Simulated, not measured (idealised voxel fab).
Process module name: voxel wiring stack
Displayed cross-section: cut, width of 230 nm, square cells sized 5 nm.
Cross-section = grid of square cells, listed top down in bands; band = one or more rows. The band entry comprises the height of the band's top followed by the height of its bottom, expressed in nm, and subsequently the band's materials from left to right, each stated together with its width in nm. Where a single material is marked with the word "all across", that material fills the band from edge to edge. The word "air" represents empty space. It should be noted that heights are counted from 0, beneath which the wafer as supplied is of one material throughout, and that the lowest band possesses no lower boundary but continues downward, as written in "top 0, no bottom". With a width like "30->40", each row of cells in the band differs from the next by the same amount, the top row carrying the first number and the bottom row the second. "nothing was modified" after a step means that no cell of the cross-section changed. You'll see "Cavities, sealed" listing empty spaces that have no way open to the top, as long as they're 8 cells or more; the notation is width x height at distance, where the distance is from the left edge, and all of it is in nm. It should be noted that, on the line of a given step, the content following the step's settings is a remark produced by the simulator itself with respect to that step. A step line may carry the setting "overlay nm", which, for steps involving a mask, states the distance by which the mask lay to the right of its intended position; negative values denote displacement to the left.

The process steps that were planned are listed below:
- 1: op RECEIVE | material Si
- 2: op CONFORMAL_DEP | material SiO2 | thk nm 10
- 3: op DIRECTIONAL_DEP | material TiN | thk nm 5
- 4: op DIRECTIONAL_DEP | material W | thk nm 25
- 5: op DIRECTIONAL_DEP | material aC | thk nm 15
- 6: op PATTERN | tone cover | mask id METAL_1 | material resist | width nm 20 | pitch nm 45 | thk nm 35 | overlay nm 0
- 7: op DIRECTIONAL_ETCH | etch materials aC | depth nm 15
- 8: op STRIP | etch materials resist
- 9: op DIRECTIONAL_ETCH | etch materials W | depth nm 25
- 10: op DIRECTIONAL_ETCH | etch materials TiN | depth nm 5
- 11: op STRIP | etch materials aC
- 12: op CONFORMAL_DEP | material SiCN | thk nm 5
- 13: op FILL_DEP | material lowk | thk nm 5
- 14: op CMP | height nm 40
- 15: op CONFORMAL_DEP | material SiCN | thk nm 5
- 16: op DIRECTIONAL_DEP | material SiO2 | thk nm 25
- 17: op MASKED_ETCH | tone open | mask id METAL_2 | width nm 20 | pitch nm 45 | etch materials SiO2 | depth nm 15 | overlay nm 0
- 18: op PATTERN | tone open | mask id METAL_2_HOLES | material resist | width nm 15 | pitch nm 90 | thk nm 15 | overlay nm 0
- 19: op DIRECTIONAL_ETCH | etch materials SiO2 | depth nm 10
- 20: op DIRECTIONAL_ETCH | etch materials SiCN | depth nm 5
- 21: op STRIP | etch materials resist
- 22: op CONFORMAL_DEP | material TiN | thk nm 5
- 23: op FILL_DEP | material Cu | thk nm 5
- 24: op CMP | height nm 70
- 25: op CONFORMAL_DEP | material SiCN | thk nm 5

Of two wafers, the first: run according to plan:

This is the cross-section of the wafer as we received it, i.e. after step 1:
top 0, no bottom: Si all across
Cavities, sealed: none

Wafer section view after processing step 2:
top 10, bottom 0: SiO2 all across
Nothing below the height 0 has changed.

Wafer section view after processing step 3:
top 15, bottom 10: TiN all across
Nothing below the height 10 has changed.

Wafer section view after processing step 4:
top 40, bottom 15: W all across
Nothing below the height 15 has changed.

Wafer section view after processing step 5:
top 55, bottom 40: aC all across
Nothing below the height 40 has changed.

Wafer section view after processing step 6:
top 90, bottom 55: air: 35  resist: 20  air: 25  resist: 20  air: 25  resist: 20  air: 25  resist: 20  air: 40
Nothing below the height 55 has changed.

Wafer section view after processing step 7:
top 75, bottom 55: air: 35  resist: 20  air: 25  resist: 20  air: 25  resist: 20  air: 25  resist: 20  air: 40
top 55, bottom 40: air: 35  aC: 20  air: 25  aC: 20  air: 25  aC: 20  air: 25  aC: 20  air: 40
Nothing below the height 40 has changed.

Wafer section view after processing step 8:
top 55, bottom 40: air: 35  aC: 20  air: 25  aC: 20  air: 25  aC: 20  air: 25  aC: 20  air: 40
Nothing below the height 40 has changed.

Wafer section view after processing step 9:
top 55, bottom 40: air: 35  aC: 20  air: 25  aC: 20  air: 25  aC: 20  air: 25  aC: 20  air: 40
top 40, bottom 15: air: 35  W: 20  air: 25  W: 20  air: 25  W: 20  air: 25  W: 20  air: 40
Nothing below the height 15 has changed.

Wafer section view after processing step 10:
top 55, bottom 40: air: 35  aC: 20  air: 25  aC: 20  air: 25  aC: 20  air: 25  aC: 20  air: 40
top 40, bottom 15: air: 35  W: 20  air: 25  W: 20  air: 25  W: 20  air: 25  W: 20  air: 40
top 15, bottom 10: air: 35  TiN: 20  air: 25  TiN: 20  air: 25  TiN: 20  air: 25  TiN: 20  air: 40
Nothing below the height 10 has changed.

Wafer section view after processing step 11:
top 40, bottom 15: air: 35  W: 20  air: 25  W: 20  air: 25  W: 20  air: 25  W: 20  air: 40
Nothing below the height 15 has changed.

Wafer section view after processing step 12:
top 45, bottom 40: air: 30  SiCN: 30  air: 15  SiCN: 30  air: 15  SiCN: 30  air: 15  SiCN: 30  air: 35
top 40, bottom 15: air: 30  SiCN: 5  W: 20  SiCN: 5  air: 15  SiCN: 5  W: 20  SiCN: 5  air: 15  SiCN: 5  W: 20  SiCN: 5  air: 15  SiCN: 5  W: 20  SiCN: 5  air: 35
top 15, bottom 10: SiCN: 35  TiN: 20  SiCN: 25  TiN: 20  SiCN: 25  TiN: 20  SiCN: 25  TiN: 20  SiCN: 40
Nothing below the height 10 has changed.

Wafer section view after processing step 13:
top 50, bottom 45: lowk all across
top 45, bottom 40: lowk: 30  SiCN: 30  lowk: 15  SiCN: 30  lowk: 15  SiCN: 30  lowk: 15  SiCN: 30  lowk: 35
top 40, bottom 15: lowk: 30  SiCN: 5  W: 20  SiCN: 5  lowk: 15  SiCN: 5  W: 20  SiCN: 5  lowk: 15  SiCN: 5  W: 20  SiCN: 5  lowk: 15  SiCN: 5  W: 20  SiCN: 5  lowk: 35
Nothing below the height 15 has changed.

Wafer section view after processing step 14:
top 40, bottom 15: lowk: 30  SiCN: 5  W: 20  SiCN: 5  lowk: 15  SiCN: 5  W: 20  SiCN: 5  lowk: 15  SiCN: 5  W: 20  SiCN: 5  lowk: 15  SiCN: 5  W: 20  SiCN: 5  lowk: 35
Nothing below the height 15 has changed.

Wafer section view after processing step 15:
top 45, bottom 40: SiCN all across
Nothing below the height 40 has changed.

Wafer section view after processing step 16:
top 70, bottom 45: SiO2 all across
Nothing below the height 45 has changed.

Wafer section view after processing step 17:
top 70, bottom 55: SiO2: 35  air: 20  SiO2: 25  air: 20  SiO2: 25  air: 20  SiO2: 25  air: 20  SiO2: 40
Nothing below the height 55 has changed.

Wafer section view after processing step 18:
top 85, bottom 70: resist: 35  air: 15  resist: 75  air: 15  resist: 90
top 70, bottom 55: SiO2: 35  air: 15  resist: 5  SiO2: 25  resist: 20  SiO2: 25  air: 15  resist: 5  SiO2: 25  resist: 20  SiO2: 40
Nothing below the height 55 has changed.

Wafer section view after processing step 19:
top 85, bottom 70: resist: 35  air: 15  resist: 75  air: 15  resist: 90
top 70, bottom 55: SiO2: 35  air: 15  resist: 5  SiO2: 25  resist: 20  SiO2: 25  air: 15  resist: 5  SiO2: 25  resist: 20  SiO2: 40
top 55, bottom 45: SiO2: 35  air: 15  SiO2: 75  air: 15  SiO2: 90
Nothing below the height 45 has changed.

Wafer section view after processing step 20:
top 85, bottom 70: resist: 35  air: 15  resist: 75  air: 15  resist: 90
top 70, bottom 55: SiO2: 35  air: 15  resist: 5  SiO2: 25  resist: 20  SiO2: 25  air: 15  resist: 5  SiO2: 25  resist: 20  SiO2: 40
top 55, bottom 45: SiO2: 35  air: 15  SiO2: 75  air: 15  SiO2: 90
top 45, bottom 40: SiCN: 35  air: 15  SiCN: 75  air: 15  SiCN: 90
Nothing below the height 40 has changed.

Wafer section view after processing step 21:
top 70, bottom 55: SiO2: 35  air: 20  SiO2: 25  air: 20  SiO2: 25  air: 20  SiO2: 25  air: 20  SiO2: 40
Nothing below the height 55 has changed.

Wafer section view after processing step 22:
top 75, bottom 70: TiN: 40  air: 10  TiN: 35  air: 10  TiN: 35  air: 10  TiN: 35  air: 10  TiN: 45
top 70, bottom 60: SiO2: 35  TiN: 5  air: 10  TiN: 5  SiO2: 25  TiN: 5  air: 10  TiN: 5  SiO2: 25  TiN: 5  air: 10  TiN: 5  SiO2: 25  TiN: 5  air: 10  TiN: 5  SiO2: 40
top 60, bottom 55: SiO2: 35  TiN: 5  air: 5  TiN: 10  SiO2: 25  TiN: 20  SiO2: 25  TiN: 5  air: 5  TiN: 10  SiO2: 25  TiN: 20  SiO2: 40
top 55, bottom 45: SiO2: 35  TiN: 5  air: 5  TiN: 5  SiO2: 75  TiN: 5  air: 5  TiN: 5  SiO2: 90
top 45, bottom 40: SiCN: 35  TiN: 15  SiCN: 75  TiN: 15  SiCN: 90
Nothing below the height 40 has changed.

Wafer section view after processing step 23:
top 80, bottom 75: Cu all across
top 75, bottom 70: TiN: 40  Cu: 10  TiN: 35  Cu: 10  TiN: 35  Cu: 10  TiN: 35  Cu: 10  TiN: 45
top 70, bottom 60: SiO2: 35  TiN: 5  Cu: 10  TiN: 5  SiO2: 25  TiN: 5  Cu: 10  TiN: 5  SiO2: 25  TiN: 5  Cu: 10  TiN: 5  SiO2: 25  TiN: 5  Cu: 10  TiN: 5  SiO2: 40
top 60, bottom 55: SiO2: 35  TiN: 5  Cu: 5  TiN: 10  SiO2: 25  TiN: 20  SiO2: 25  TiN: 5  Cu: 5  TiN: 10  SiO2: 25  TiN: 20  SiO2: 40
top 55, bottom 45: SiO2: 35  TiN: 5  Cu: 5  TiN: 5  SiO2: 75  TiN: 5  Cu: 5  TiN: 5  SiO2: 90
Nothing below the height 45 has changed.

Wafer section view after processing step 24:
top 70, bottom 60: SiO2: 35  TiN: 5  Cu: 10  TiN: 5  SiO2: 25  TiN: 5  Cu: 10  TiN: 5  SiO2: 25  TiN: 5  Cu: 10  TiN: 5  SiO2: 25  TiN: 5  Cu: 10  TiN: 5  SiO2: 40
Nothing below the height 60 has changed.

Wafer section view after processing step 25:
top 75, bottom 70: SiCN all across
Nothing below the height 70 has changed.

The second wafer began exactly as the first did and followed the same plan, but one mistake was made while running it; through step 15 inclusive, the two wafers are identical:

At the planned end of step 16, the second wafer in cross-section:
top 95, bottom 45: SiO2 all across
Nothing below the height 45 has changed.

At the planned end of step 17, the second wafer in cross-section:
top 95, bottom 80: SiO2: 35  air: 20  SiO2: 25  air: 20  SiO2: 25  air: 20  SiO2: 25  air: 20  SiO2: 40
Nothing below the height 80 has changed.

At the planned end of step 18, the second wafer in cross-section:
top 110, bottom 95: resist: 35  air: 15  resist: 75  air: 15  resist: 90
top 95, bottom 80: SiO2: 35  air: 15  resist: 5  SiO2: 25  resist: 20  SiO2: 25  air: 15  resist: 5  SiO2: 25  resist: 20  SiO2: 40
Nothing below the height 80 has changed.

At the planned end of step 19, the second wafer in cross-section:
top 110, bottom 95: resist: 35  air: 15  resist: 75  air: 15  resist: 90
top 95, bottom 80: SiO2: 35  air: 15  resist: 5  SiO2: 25  resist: 20  SiO2: 25  air: 15  resist: 5  SiO2: 25  resist: 20  SiO2: 40
top 80, bottom 70: SiO2: 35  air: 15  SiO2: 75  air: 15  SiO2: 90
Nothing below the height 70 has changed.

At the planned end of step 20, the second wafer in cross-section: nothing was modified

At the planned end of step 21, the second wafer in cross-section:
top 95, bottom 80: SiO2: 35  air: 20  SiO2: 25  air: 20  SiO2: 25  air: 20  SiO2: 25  air: 20  SiO2: 40
Nothing below the height 80 has changed.

At the planned end of step 22, the second wafer in cross-section:
top 100, bottom 95: TiN: 40  air: 10  TiN: 35  air: 10  TiN: 35  air: 10  TiN: 35  air: 10  TiN: 45
top 95, bottom 85: SiO2: 35  TiN: 5  air: 10  TiN: 5  SiO2: 25  TiN: 5  air: 10  TiN: 5  SiO2: 25  TiN: 5  air: 10  TiN: 5  SiO2: 25  TiN: 5  air: 10  TiN: 5  SiO2: 40
top 85, bottom 80: SiO2: 35  TiN: 5  air: 5  TiN: 10  SiO2: 25  TiN: 20  SiO2: 25  TiN: 5  air: 5  TiN: 10  SiO2: 25  TiN: 20  SiO2: 40
top 80, bottom 75: SiO2: 35  TiN: 5  air: 5  TiN: 5  SiO2: 75  TiN: 5  air: 5  TiN: 5  SiO2: 90
top 75, bottom 70: SiO2: 35  TiN: 15  SiO2: 75  TiN: 15  SiO2: 90
Nothing below the height 70 has changed.

At the planned end of step 23, the second wafer in cross-section:
top 105, bottom 100: Cu all across
top 100, bottom 95: TiN: 40  Cu: 10  TiN: 35  Cu: 10  TiN: 35  Cu: 10  TiN: 35  Cu: 10  TiN: 45
top 95, bottom 85: SiO2: 35  TiN: 5  Cu: 10  TiN: 5  SiO2: 25  TiN: 5  Cu: 10  TiN: 5  SiO2: 25  TiN: 5  Cu: 10  TiN: 5  SiO2: 25  TiN: 5  Cu: 10  TiN: 5  SiO2: 40
top 85, bottom 80: SiO2: 35  TiN: 5  Cu: 5  TiN: 10  SiO2: 25  TiN: 20  SiO2: 25  TiN: 5  Cu: 5  TiN: 10  SiO2: 25  TiN: 20  SiO2: 40
top 80, bottom 75: SiO2: 35  TiN: 5  Cu: 5  TiN: 5  SiO2: 75  TiN: 5  Cu: 5  TiN: 5  SiO2: 90
Nothing below the height 75 has changed.

At the planned end of step 24, the second wafer in cross-section:
top 70, bottom 45: SiO2 all across
Nothing below the height 45 has changed.

At the planned end of step 25, the second wafer in cross-section:
top 75, bottom 70: SiCN all across
Nothing below the height 70 has changed.
Run error: plan step 16 was conducted twice
At the finish, the second wafer shows more or fewer cells for some materials than the first does: Cu -22; SiCN +6; SiO2 +60; TiN -44
